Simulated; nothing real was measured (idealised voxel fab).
Name of the process module below: voxel air gaps
cross-section cut | 280 nm wide | cells 5 nm
Each cross-section below is a grid of square cells, stated as bands in top-down order, with one or more rows of cells making up each band. Each band's line starts with the height of the band's top and of its bottom, in nm. Then come its materials from left to right, each with its width in nm. One material with "all across" fills the band from edge to edge. "blank" is empty space. Height reference: 0 = level under which incoming wafer is all one material. Lowest band: no bottom, runs on downward, e.g. "0 -> down". Quick explanation for "30->40": the width changes in equal steps down the rows of cells, from the first number in the band's top row to the second number in its bottom row. Basically "remained unchanged" means that step didn't change any cell in the cross-section. "Unvented internal voids" specifies each empty space that is not open to the top and that occupies no fewer than 8 cells, using the form width x height at distance, the distance measured from the left edge and all three quantities in nm. The remark found on a step's line after its settings is issued by the simulator itself and pertains to that step. overlay nm: how far to the right of its planned place the mask lay on this masked step (negative: to the left).
-- The steps planned for the process are as follows
1,RECEIVE [material Si]
2,CONFORMAL_DEP [material SiO2] [thk nm 10]
3,CONFORMAL_DEP [material SiCN] [thk nm 5]
4,DIRECTIONAL_DEP [material lowk] [thk nm 35]
5,MASKED_ETCH [tone open] [mask id LINES] [width nm 15] [pitch nm 40] [etch materials lowk] [depth nm 35] [overlay nm 0]
6,CONFORMAL_DEP [material TiN] [thk nm 5]
7,FILL_DEP [material W] [thk nm 10]
8,CMP [height nm 50]
9,EPI [material Ru] [thk nm 10]
10,SELECTIVE_ETCH [etch materials lowk] [depth nm 45]
11,CONFORMAL_DEP [material SiCN] [thk nm 5]
-- First out of two wafers; run went to plan
-- Incoming wafer in cross-section (state: after step 1)
0 -> down  Si all across
Unvented internal voids: none
-- Cross-section through the wafer, step 2 finished
10 -> 0  SiO2 all across
All layers under 0 are left as they were.
-- Cross-section through the wafer, step 3 finished
15 -> 10  SiCN all across
All layers under 10 are left as they were.
-- Cross-section through the wafer, step 4 finished
50 -> 15  lowk all across
All layers under 15 are left as they were.
-- Cross-section through the wafer, step 5 finished
50 -> 15  70 nm lowk, 15 nm blank, 25 nm lowk, 15 nm blank, 25 nm lowk, 15 nm blank, 25 nm lowk, 15 nm blank, 75 nm lowk
All layers under 15 are left as they were.
-- Cross-section through the wafer, step 6 finished
55 -> 50  75 nm TiN, 5 nm blank, 35 nm TiN, 5 nm blank, 35 nm TiN, 5 nm blank, 35 nm TiN, 5 nm blank, 80 nm TiN
50 -> 20  70 nm lowk, 5 nm TiN, 5 nm blank, 5 nm TiN, 25 nm lowk, 5 nm TiN, 5 nm blank, 5 nm TiN, 25 nm lowk, 5 nm TiN, 5 nm blank, 5 nm TiN, 25 nm lowk, 5 nm TiN, 5 nm blank, 5 nm TiN, 75 nm lowk
20 -> 15  70 nm lowk, 15 nm TiN, 25 nm lowk, 15 nm TiN, 25 nm lowk, 15 nm TiN, 25 nm lowk, 15 nm TiN, 75 nm lowk
All layers under 15 are left as they were.
-- Cross-section through the wafer, step 7 finished
65 -> 55  W all across
55 -> 50  75 nm TiN, 5 nm W, 35 nm TiN, 5 nm W, 35 nm TiN, 5 nm W, 35 nm TiN, 5 nm W, 80 nm TiN
50 -> 20  70 nm lowk, 5 nm TiN, 5 nm W, 5 nm TiN, 25 nm lowk, 5 nm TiN, 5 nm W, 5 nm TiN, 25 nm lowk, 5 nm TiN, 5 nm W, 5 nm TiN, 25 nm lowk, 5 nm TiN, 5 nm W, 5 nm TiN, 75 nm lowk
All layers under 20 are left as they were.
-- Cross-section through the wafer, step 8 finished
50 -> 20  70 nm lowk, 5 nm TiN, 5 nm W, 5 nm TiN, 25 nm lowk, 5 nm TiN, 5 nm W, 5 nm TiN, 25 nm lowk, 5 nm TiN, 5 nm W, 5 nm TiN, 25 nm lowk, 5 nm TiN, 5 nm W, 5 nm TiN, 75 nm lowk
All layers under 20 are left as they were.
-- Cross-section through the wafer, step 9 finished
60 -> 50  60 nm blank, 35 nm Ru, 5 nm blank, 35 nm Ru, 5 nm blank, 35 nm Ru, 5 nm blank, 35 nm Ru, 65 nm blank
All layers under 50 are left as they were.
-- Cross-section through the wafer, step 10 finished
60 -> 50  60 nm blank, 35 nm Ru, 5 nm blank, 35 nm Ru, 5 nm blank, 35 nm Ru, 5 nm blank, 35 nm Ru, 65 nm blank
50 -> 20  70 nm blank, 5 nm TiN, 5 nm W, 5 nm TiN, 25 nm blank, 5 nm TiN, 5 nm W, 5 nm TiN, 25 nm blank, 5 nm TiN, 5 nm W, 5 nm TiN, 25 nm blank, 5 nm TiN, 5 nm W, 5 nm TiN, 75 nm blank
20 -> 15  70 nm blank, 15 nm TiN, 25 nm blank, 15 nm TiN, 25 nm blank, 15 nm TiN, 25 nm blank, 15 nm TiN, 75 nm blank
All layers under 15 are left as they were.
-- Cross-section through the wafer, step 11 finished
65 -> 60  55 nm blank, 165 nm SiCN, 60 nm blank
60 -> 50  55 nm blank, 5 nm SiCN, 35 nm Ru, 5 nm SiCN, 35 nm Ru, 5 nm SiCN, 35 nm Ru, 5 nm SiCN, 35 nm Ru, 5 nm SiCN, 60 nm blank
50 -> 45  55 nm blank, 15 nm SiCN, 5 nm TiN, 5 nm W, 5 nm TiN, 25 nm SiCN, 5 nm TiN, 5 nm W, 5 nm TiN, 25 nm SiCN, 5 nm TiN, 5 nm W, 5 nm TiN, 25 nm SiCN, 5 nm TiN, 5 nm W, 5 nm TiN, 15 nm SiCN, 60 nm blank
45 -> 20  65 nm blank, 5 nm SiCN, 5 nm TiN, 5 nm W, 5 nm TiN, 5 nm SiCN, 15 nm blank, 5 nm SiCN, 5 nm TiN, 5 nm W, 5 nm TiN, 5 nm SiCN, 15 nm blank, 5 nm SiCN, 5 nm TiN, 5 nm W, 5 nm TiN, 5 nm SiCN, 15 nm blank, 5 nm SiCN, 5 nm TiN, 5 nm W, 5 nm TiN, 5 nm SiCN, 70 nm blank
20 -> 15  70 nm SiCN, 15 nm TiN, 25 nm SiCN, 15 nm TiN, 25 nm SiCN, 15 nm TiN, 25 nm SiCN, 15 nm TiN, 75 nm SiCN
All layers under 15 are left as they were.
Unvented internal voids: 15 x 25 at 90; 15 x 25 at 130; 15 x 25 at 170
-- Wafer two. Identical start, identical plan. One mistake in execution. Identical history through step 7
Cross-sectional view of the second wafer at the intended end time of process step 8: remained unchanged
-- Cross-sectional view of the second wafer at the intended end time of process step 9
75 -> 65  Ru all across
All layers under 65 are left as they were.
Cross-sectional view of the second wafer at the intended end time of process step 10: remained unchanged
-- Cross-sectional view of the second wafer at the intended end time of process step 11
80 -> 75  SiCN all across
All layers under 75 are left as they were.
What went wrong in running the wafer? execution of step 8 of the plan did not take place, the step having been omitted
In the final state, the cell counts of the second wafer exceed or fall short of those of the first for the following materials: +56 Ru | -92 SiCN | +52 TiN | +116 W | +308 lowk
Wafer, first: 3 closed voids at end. Wafer, second: 0.
